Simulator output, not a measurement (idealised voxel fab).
process module | voxel gate over fins
cross-section cut | 295 nm wide | cells 5 nm
A cross-section is a grid of square cells, given in bands from the top down. A band is one or more rows of cells.
Each band's line starts with the height of the band's top and of its bottom, in nm. Then come its materials from left to right, each with its width in nm. One material with "throughout" fills the band from edge to edge. "air" is empty space.
Height 0 is the level under which the wafer as received is all one material. The lowest band goes on downwards, as in "0 down".
A width such as "30 to 40" changes by the same amount from each row of cells to the next, from the band's top row to its bottom row.
"no change" after a step means that no cell of the cross-section changed.
closed voids: empty space of 8 cells or more with no open way to the top, each as width x height at its distance from the left edge, in nm
after a step's settings: what the simulator itself notes on the step
overlay nm, on a step with a mask: how far to the right of its planned place the mask lay; to the left if negative
plan
1 op RECEIVE | material Si
2 op CONFORMAL_DEP | material SiN | thk nm 10
3 op DIRECTIONAL_DEP | material aC | thk nm 15
4 op PATTERN | tone cover | mask id FINS | material resist | width nm 15 | pitch nm 60 | thk nm 30 | overlay nm 0
5 op DIRECTIONAL_ETCH | etch materials aC | depth nm 15
6 op STRIP | etch materials resist
7 op DIRECTIONAL_ETCH | etch materials SiN | depth nm 10
8 op DIRECTIONAL_ETCH | etch materials Si | depth nm 35
9 op STRIP | etch materials aC
10 op FILL_DEP | material SiO2 | thk nm 15
11 op CMP | height nm 10
12 op DIRECTIONAL_DEP | material aC | thk nm 15
13 op PATTERN | tone open | mask id RAIL | material resist | width nm 15 | thk nm 30 | overlay nm 0
14 op DIRECTIONAL_ETCH | etch materials aC | depth nm 15
15 op STRIP | etch materials resist
16 op DIRECTIONAL_ETCH | etch materials SiO2 | depth nm 40
17 op STRIP | etch materials aC
18 op CONFORMAL_DEP | material TiN | thk nm 5
19 op FILL_DEP | material W | thk nm 10
20 op CMP | height nm 10
21 op SELECTIVE_ETCH | etch materials W Ru TiN | depth nm 25
22 op FILL_DEP | material SiO2 | thk nm 5
23 op CMP | height nm 10
24 op SELECTIVE_ETCH | etch materials SiO2 | depth nm 20
25 op STRIP | etch materials SiN
26 op CONFORMAL_DEP | material HfO2 | thk nm 5
27 op CONFORMAL_DEP | material TiN | thk nm 5
28 op CONFORMAL_DEP | material TiAl | thk nm 5
29 op CONFORMAL_DEP | material TiN | thk nm 5
30 op FILL_DEP | material W | thk nm 10
31 op CMP | height nm 25
32 op CONFORMAL_DEP | material SiCN | thk nm 5
as received, after step 1
  0 down: Si throughout
  closed voids: none
first wafer at the end, as planned
  30 to 25: SiCN throughout
  25 to 20: W throughout
  20 to 15: W 90 | TiN 55 | W 5 | TiN 55 | W 90
  15 to 10: W 90 | TiN 5 | TiAl 45 | TiN 5 | W 5 | TiN 5 | TiAl 45 | TiN 5 | W 90
  10 to 5: TiN 95 | TiAl 5 | TiN 35 | TiAl 5 | TiN 15 | TiAl 5 | TiN 35 | TiAl 5 | TiN 95
  5 to 0: TiAl 100 | TiN 5 | HfO2 25 | TiN 5 | TiAl 25 | TiN 5 | HfO2 25 | TiN 5 | TiAl 100
  0 to -5: TiN 105 | HfO2 5 | Si 15 | HfO2 5 | TiN 35 | HfO2 5 | Si 15 | HfO2 5 | TiN 105
  -5 to -10: HfO2 110 | Si 15 | HfO2 45 | Si 15 | HfO2 110
  -10 to -15: SiO2 110 | Si 15 | SiO2 45 | Si 15 | SiO2 110
  -15 to -25: SiO2 110 | Si 15 | SiO2 15 | TiN 5 | W 5 | TiN 5 | SiO2 15 | Si 15 | SiO2 110
  -25 to -30: SiO2 110 | Si 15 | SiO2 15 | TiN 15 | SiO2 15 | Si 15 | SiO2 110
  -30 to -35: SiO2 110 | Si 15 | SiO2 45 | Si 15 | SiO2 110
  -35 down: Si throughout
  closed voids: none
second wafer at the end: like start, like plan, one mistake
  30 to 25: SiCN throughout
  25 to 20: W 120 | TiN 5 | TiAl 45 | TiN 5 | W 120
  20 to 15: W 90 | TiN 35 | TiAl 5 | TiN 35 | TiAl 5 | TiN 35 | W 90
  15 to 10: W 90 | TiN 5 | TiAl 35 | TiN 5 | HfO2 25 | TiN 5 | TiAl 35 | TiN 5 | W 90
  10 to 5: TiN 95 | TiAl 5 | TiN 35 | HfO2 5 | W 15 | HfO2 5 | TiN 35 | TiAl 5 | TiN 95
  5 to 0: TiAl 100 | TiN 5 | HfO2 25 | TiN 5 | HfO2 5 | W 15 | HfO2 5 | TiN 5 | HfO2 25 | TiN 5 | TiAl 100
  0 to -5: TiN 105 | HfO2 5 | Si 15 | HfO2 5 | TiN 5 | HfO2 5 | W 15 | HfO2 5 | TiN 5 | HfO2 5 | Si 15 | HfO2 5 | TiN 105
  -5 to -10: HfO2 110 | Si 15 | HfO2 15 | W 15 | HfO2 15 | Si 15 | HfO2 110
  -10 to -15: SiO2 110 | Si 15 | SiO2 15 | W 15 | SiO2 15 | Si 15 | SiO2 110
  -15 to -25: SiO2 110 | Si 15 | SiO2 15 | TiN 5 | W 5 | TiN 5 | SiO2 15 | Si 15 | SiO2 110
  -25 to -30: SiO2 110 | Si 15 | SiO2 15 | TiN 15 | SiO2 15 | Si 15 | SiO2 110
  -30 to -35: SiO2 110 | Si 15 | SiO2 45 | Si 15 | SiO2 110
  -35 down: Si throughout
  closed voids: none
what went wrong: step 22 ran as: op FILL_DEP | material W | thk nm 5
at the end the second wafer has, in cells: 8 more of HfO2 | 3 fewer of SiO2 | 7 fewer of TiN | 2 more of W
